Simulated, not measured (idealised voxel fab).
Process module heading - voxel capacitor over wiring
Square cells of 5 nm make up the cross-section cut, whose width is 290 nm.
Just so we're on the same page, the cross-sections are grids of square cells, and they're listed out in bands top to bottom, each band one or more rows deep.
Read a band's entry like this: the first values are the height of its top and the height of its bottom in nm, and what follows is the sequence of materials from left to right, each with its width in nm. Note that "air" is empty space, and that a single material marked "throughout" reaches across the band from edge to edge.
The level at which height equals 0 is the one under which the wafer, as it arrives, is entirely one material. No lower edge exists for the bottom band, which continues downward and is notated as in "0 down".
So if you see something like "30..40" for the width, read it as the top row of the band sitting at the first number and the bottom row at the second, with every row in between moving by the same amount as the last.
Key: "no alteration" - step with no changed cell in the cross-section.
"Sealed void list" contains a list of empty spaces, each no smaller than 8 cells and without an open way to the top, written in the form width x height at distance with the distance from the left edge and all three in nm.
Where a step's line continues beyond its settings, the continuation is a remark by the simulator itself on that step.
"overlay nm" denotes, for a step that has a mask, the displacement of the mask to the right of its planned place, with negative values corresponding to the left.

Steps in the process plan:
1,RECEIVE with material Si
2,CONFORMAL_DEP with material SiO2, thk nm 10
3,CONFORMAL_DEP with material SiCN, thk nm 5
4,DIRECTIONAL_DEP with material SiO2, thk nm 20
5,MASKED_ETCH with tone open, mask id METAL_1, width nm 20, pitch nm 80, etch materials SiO2, depth nm 20, overlay nm 0
6,MASKED_ETCH with tone open, mask id METAL_1, width nm 20, pitch nm 80, etch materials SiCN, depth nm 5, overlay nm 0
7,CONFORMAL_DEP with material TiN, thk nm 5
8,FILL_DEP with material Cu, thk nm 5
9,CMP with height nm 35
10,EPI with material Ru, thk nm 5
11,FILL_DEP with material SiCN, thk nm 5
12,DIRECTIONAL_DEP with material lowk, thk nm 10
13,MASKED_ETCH with tone open, mask id PLUG_1, width nm 15, etch materials lowk, depth nm 10, overlay nm 0
14,MASKED_ETCH with tone open, mask id PLUG_1, width nm 15, etch materials SiCN, depth nm 5, overlay nm 0
15,CONFORMAL_DEP with material TiN, thk nm 5
16,FILL_DEP with material Ru, thk nm 5
17,CMP with height nm 55
18,DIRECTIONAL_DEP with material TiN, thk nm 5
19,DIRECTIONAL_DEP with material Al2O3, thk nm 5
20,DIRECTIONAL_DEP with material TiN, thk nm 5
21,MASKED_ETCH with tone cover, mask id UPPER_PLATE, width nm 65, etch materials TiN, depth nm 5, overlay nm 0
22,MASKED_ETCH with tone cover, mask id UPPER_PLATE, width nm 65, etch materials Al2O3, depth nm 5, overlay nm 0
23,MASKED_ETCH with tone cover, mask id LOWER_PLATE, width nm 75, etch materials TiN, depth nm 5, overlay nm 0
24,FILL_DEP with material SiO2, thk nm 15
25,CMP with height nm 80
26,MASKED_ETCH with tone open, mask id PLUG_2, width nm 15, etch materials SiO2, depth nm 10, overlay nm 0
27,CONFORMAL_DEP with material TiN, thk nm 5
28,FILL_DEP with material Cu, thk nm 5
29,CMP with height nm 80
30,CONFORMAL_DEP with material SiN, thk nm 5

First wafer of two (run as planned):

Received-state cross-section, reflecting completion of step 1:
0 down | Si throughout
Sealed void list: none

The following cross-section depicts the wafer upon completion of step 2:
10 to 0 | SiO2 throughout
Everything under 0 stays put, no change at all.

The following cross-section depicts the wafer upon completion of step 3:
15 to 10 | SiCN throughout
Everything under 10 stays put, no change at all.

The following cross-section depicts the wafer upon completion of step 4:
35 to 15 | SiO2 throughout
Everything under 15 stays put, no change at all.

The following cross-section depicts the wafer upon completion of step 5:
35 to 15 | 95 nm SiO2  20 nm air  60 nm SiO2  20 nm air  95 nm SiO2
Everything under 15 stays put, no change at all.

The following cross-section depicts the wafer upon completion of step 6:
35 to 15 | 95 nm SiO2  20 nm air  60 nm SiO2  20 nm air  95 nm SiO2
15 to 10 | 95 nm SiCN  20 nm air  60 nm SiCN  20 nm air  95 nm SiCN
Everything under 10 stays put, no change at all.

The following cross-section depicts the wafer upon completion of step 7:
40 to 35 | 100 nm TiN  10 nm air  70 nm TiN  10 nm air  100 nm TiN
35 to 15 | 95 nm SiO2  5 nm TiN  10 nm air  5 nm TiN  60 nm SiO2  5 nm TiN  10 nm air  5 nm TiN  95 nm SiO2
15 to 10 | 95 nm SiCN  20 nm TiN  60 nm SiCN  20 nm TiN  95 nm SiCN
Everything under 10 stays put, no change at all.

The following cross-section depicts the wafer upon completion of step 8:
45 to 40 | Cu throughout
40 to 35 | 100 nm TiN  10 nm Cu  70 nm TiN  10 nm Cu  100 nm TiN
35 to 15 | 95 nm SiO2  5 nm TiN  10 nm Cu  5 nm TiN  60 nm SiO2  5 nm TiN  10 nm Cu  5 nm TiN  95 nm SiO2
Everything under 15 stays put, no change at all.

The following cross-section depicts the wafer upon completion of step 9:
35 to 15 | 95 nm SiO2  5 nm TiN  10 nm Cu  5 nm TiN  60 nm SiO2  5 nm TiN  10 nm Cu  5 nm TiN  95 nm SiO2
Everything under 15 stays put, no change at all.

The following cross-section depicts the wafer upon completion of step 10:
40 to 35 | 90 nm air  30 nm Ru  50 nm air  30 nm Ru  90 nm air
Everything under 35 stays put, no change at all.

The following cross-section depicts the wafer upon completion of step 11:
45 to 40 | SiCN throughout
40 to 35 | 90 nm SiCN  30 nm Ru  50 nm SiCN  30 nm Ru  90 nm SiCN
Everything under 35 stays put, no change at all.

The following cross-section depicts the wafer upon completion of step 12:
55 to 45 | lowk throughout
Everything under 45 stays put, no change at all.

The following cross-section depicts the wafer upon completion of step 13:
55 to 45 | 100 nm lowk  15 nm air  175 nm lowk
Everything under 45 stays put, no change at all.

The following cross-section depicts the wafer upon completion of step 14:
55 to 45 | 100 nm lowk  15 nm air  175 nm lowk
45 to 40 | 100 nm SiCN  15 nm air  175 nm SiCN
Everything under 40 stays put, no change at all.

The following cross-section depicts the wafer upon completion of step 15:
60 to 55 | 105 nm TiN  5 nm air  180 nm TiN
55 to 45 | 100 nm lowk  5 nm TiN  5 nm air  5 nm TiN  175 nm lowk
45 to 40 | 100 nm SiCN  15 nm TiN  175 nm SiCN
Everything under 40 stays put, no change at all.

The following cross-section depicts the wafer upon completion of step 16:
65 to 60 | Ru throughout
60 to 55 | 105 nm TiN  5 nm Ru  180 nm TiN
55 to 45 | 100 nm lowk  5 nm TiN  5 nm Ru  5 nm TiN  175 nm lowk
Everything under 45 stays put, no change at all.

The following cross-section depicts the wafer upon completion of step 17:
55 to 45 | 100 nm lowk  5 nm TiN  5 nm Ru  5 nm TiN  175 nm lowk
Everything under 45 stays put, no change at all.

The following cross-section depicts the wafer upon completion of step 18:
60 to 55 | TiN throughout
Everything under 55 stays put, no change at all.

The following cross-section depicts the wafer upon completion of step 19:
65 to 60 | Al2O3 throughout
Everything under 60 stays put, no change at all.

The following cross-section depicts the wafer upon completion of step 20:
70 to 65 | TiN throughout
Everything under 65 stays put, no change at all.

The following cross-section depicts the wafer upon completion of step 21:
70 to 65 | 100 nm air  65 nm TiN  125 nm air
Everything under 65 stays put, no change at all.

The following cross-section depicts the wafer upon completion of step 22:
70 to 65 | 100 nm air  65 nm TiN  125 nm air
65 to 60 | 100 nm air  65 nm Al2O3  125 nm air
Everything under 60 stays put, no change at all.

The following cross-section depicts the wafer upon completion of step 23:
70 to 65 | 100 nm air  65 nm TiN  125 nm air
65 to 60 | 100 nm air  65 nm Al2O3  125 nm air
60 to 55 | 95 nm air  75 nm TiN  120 nm air
Everything under 55 stays put, no change at all.

The following cross-section depicts the wafer upon completion of step 24:
85 to 70 | SiO2 throughout
70 to 65 | 100 nm SiO2  65 nm TiN  125 nm SiO2
65 to 60 | 100 nm SiO2  65 nm Al2O3  125 nm SiO2
60 to 55 | 95 nm SiO2  75 nm TiN  120 nm SiO2
Everything under 55 stays put, no change at all.

The following cross-section depicts the wafer upon completion of step 25:
80 to 70 | SiO2 throughout
Everything under 70 stays put, no change at all.

The following cross-section depicts the wafer upon completion of step 26:
80 to 70 | 110 nm SiO2  15 nm air  165 nm SiO2
Everything under 70 stays put, no change at all.

The following cross-section depicts the wafer upon completion of step 27:
85 to 80 | 115 nm TiN  5 nm air  170 nm TiN
80 to 75 | 110 nm SiO2  5 nm TiN  5 nm air  5 nm TiN  165 nm SiO2
75 to 65 | 110..100 nm SiO2  15..65 nm TiN  165..125 nm SiO2
Everything under 65 stays put, no change at all.

The following cross-section depicts the wafer upon completion of step 28:
90 to 85 | Cu throughout
85 to 80 | 115 nm TiN  5 nm Cu  170 nm TiN
80 to 75 | 110 nm SiO2  5 nm TiN  5 nm Cu  5 nm TiN  165 nm SiO2
Everything under 75 stays put, no change at all.

The following cross-section depicts the wafer upon completion of step 29:
80 to 75 | 110 nm SiO2  5 nm TiN  5 nm Cu  5 nm TiN  165 nm SiO2
Everything under 75 stays put, no change at all.

The following cross-section depicts the wafer upon completion of step 30:
85 to 80 | SiN throughout
Everything under 80 stays put, no change at all.

Okay, second wafer. Nothing different at the start, nothing different in the plan, just one mistake somewhere in the running. As far as step 10, counting that step, it's the first wafer all over again:

Second wafer at the planned finish of step 11, seen in cross-section: no alteration

Second wafer at the planned finish of step 12, seen in cross-section:
50 to 45 | 90 nm air  30 nm lowk  50 nm air  30 nm lowk  90 nm air
45 to 40 | lowk throughout
40 to 35 | 90 nm lowk  30 nm Ru  50 nm lowk  30 nm Ru  90 nm lowk
Everything under 35 stays put, no change at all.

Second wafer at the planned finish of step 13, seen in cross-section:
50 to 45 | 90 nm air  10 nm lowk  15 nm air  5 nm lowk  50 nm air  30 nm lowk  90 nm air
45 to 40 | 100 nm lowk  15 nm air  175 nm lowk
Everything under 40 stays put, no change at all.

Second wafer at the planned finish of step 14, seen in cross-section: no alteration

Second wafer at the planned finish of step 15, seen in cross-section:
55 to 50 | 85 nm air  20 nm TiN  5 nm air  15 nm TiN  40 nm air  40 nm TiN  85 nm air
50 to 45 | 90 nm TiN  10 nm lowk  5 nm TiN  5 nm air  5 nm TiN  5 nm lowk  50 nm TiN  30 nm lowk  90 nm TiN
45 to 40 | 100 nm lowk  15 nm TiN  175 nm lowk
Everything under 40 stays put, no change at all.

Second wafer at the planned finish of step 16, seen in cross-section:
60 to 55 | Ru throughout
55 to 50 | 85 nm Ru  20 nm TiN  5 nm Ru  15 nm TiN  40 nm Ru  40 nm TiN  85 nm Ru
50 to 45 | 90 nm TiN  10 nm lowk  5 nm TiN  5 nm Ru  5 nm TiN  5 nm lowk  50 nm TiN  30 nm lowk  90 nm TiN
Everything under 45 stays put, no change at all.

Second wafer at the planned finish of step 17, seen in cross-section:
55 to 50 | 85 nm Ru  20 nm TiN  5 nm Ru  15 nm TiN  40 nm Ru  40 nm TiN  85 nm Ru
Everything under 50 stays put, no change at all.

Second wafer at the planned finish of step 18, seen in cross-section:
60 to 55 | TiN throughout
Everything under 55 stays put, no change at all.

Second wafer at the planned finish of step 19, seen in cross-section:
65 to 60 | Al2O3 throughout
Everything under 60 stays put, no change at all.

Second wafer at the planned finish of step 20, seen in cross-section:
70 to 65 | TiN throughout
Everything under 65 stays put, no change at all.

Second wafer at the planned finish of step 21, seen in cross-section:
70 to 65 | 100 nm air  65 nm TiN  125 nm air
Everything under 65 stays put, no change at all.

Second wafer at the planned finish of step 22, seen in cross-section:
70 to 65 | 100 nm air  65 nm TiN  125 nm air
65 to 60 | 100 nm air  65 nm Al2O3  125 nm air
Everything under 60 stays put, no change at all.

Second wafer at the planned finish of step 23, seen in cross-section:
70 to 65 | 100 nm air  65 nm TiN  125 nm air
65 to 60 | 100 nm air  65 nm Al2O3  125 nm air
60 to 55 | 95 nm air  75 nm TiN  120 nm air
Everything under 55 stays put, no change at all.

Second wafer at the planned finish of step 24, seen in cross-section:
85 to 70 | SiO2 throughout
70 to 65 | 100 nm SiO2  65 nm TiN  125 nm SiO2
65 to 60 | 100 nm SiO2  65 nm Al2O3  125 nm SiO2
60 to 55 | 95 nm SiO2  75 nm TiN  120 nm SiO2
Everything under 55 stays put, no change at all.

Second wafer at the planned finish of step 25, seen in cross-section:
80 to 70 | SiO2 throughout
Everything under 70 stays put, no change at all.

Second wafer at the planned finish of step 26, seen in cross-section:
80 to 70 | 110 nm SiO2  15 nm air  165 nm SiO2
Everything under 70 stays put, no change at all.

Second wafer at the planned finish of step 27, seen in cross-section:
85 to 80 | 115 nm TiN  5 nm air  170 nm TiN
80 to 75 | 110 nm SiO2  5 nm TiN  5 nm air  5 nm TiN  165 nm SiO2
75 to 65 | 110..100 nm SiO2  15..65 nm TiN  165..125 nm SiO2
Everything under 65 stays put, no change at all.

Second wafer at the planned finish of step 28, seen in cross-section:
90 to 85 | Cu throughout
85 to 80 | 115 nm TiN  5 nm Cu  170 nm TiN
80 to 75 | 110 nm SiO2  5 nm TiN  5 nm Cu  5 nm TiN  165 nm SiO2
Everything under 75 stays put, no change at all.

Second wafer at the planned finish of step 29, seen in cross-section:
80 to 75 | 110 nm SiO2  5 nm TiN  5 nm Cu  5 nm TiN  165 nm SiO2
Everything under 75 stays put, no change at all.

Second wafer at the planned finish of step 30, seen in cross-section:
85 to 80 | SiN throughout
Everything under 80 stays put, no change at all.
Run error: step 11 from the plan never happened, it was just skipped
Final tally in cells, some materials are higher or lower on the second wafer than on the first: Ru +42; SiCN -101; TiN +59
